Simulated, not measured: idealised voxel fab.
Process module in this document: voxel tone inversion
Cross-section cut: width 300 nm, square cells of 5 nm.
Notation: cross-section as square-cell grid; stated in bands, top first, going down; one or more cell rows per band.
Per band: top height and bottom height in nm, followed by the left-to-right materials and their widths in nm; "full width" marks a single material spanning edge to edge, "empty" marks empty space.
Height is counted from the level 0, under which the received wafer is composed throughout of one material. The lowest of the bands is not closed at the bottom but continues downward, in the notation "top 0, no bottom".
Width spec "30..40" -> top row of cells at first value, bottom row at second value, equal per-row change in between.
Key: "no change occurred" - step with no changed cell in the cross-section.
This entry, "Completely enclosed voids", enumerates those empty regions of no fewer than 8 cells that possess no open connection to the top. Each region is reported in the form width x height at distance, the distance being taken from the left edge, with all three quantities expressed in nm.
Formally, on a step line, whatever follows the settings is a remark that the simulator itself makes on the step.
Each step line may optionally specify "overlay nm", which for a step with a mask gives the rightward distance between the mask's planned place and where it lay, a negative value indicating the leftward direction.

-- Planned process steps
1: RECEIVE with material Si
2: CONFORMAL_DEP with material SiCN, thk nm 10
3: DIRECTIONAL_DEP with material polySi, thk nm 15
4: PATTERN with tone cover, mask id POSTS, material resist, width nm 20, pitch nm 35, thk nm 20, overlay nm 0
5: DIRECTIONAL_ETCH with etch materials polySi, depth nm 15
6: STRIP with etch materials resist
7: FILL_DEP with material lowk, thk nm 5
8: CMP with height nm 25
9: STRIP with etch materials polySi

-- Step 1 complete: cross-section of the wafer as received
	top 0, no bottom = Si full width
	Completely enclosed voids: none

-- Final cross-section, module run with one mistake (start and plan as above)
	top 15, bottom 10 = lowk 85; empty 20; lowk 15; empty 20; lowk 15; empty 20; lowk 15; empty 20; lowk 90
	top 10, bottom 0 = SiCN full width
	top 0, no bottom = Si full width
	Completely enclosed voids: none
Diagnosis: rather than as planned, step 8 actually ran as CMP with height nm 15
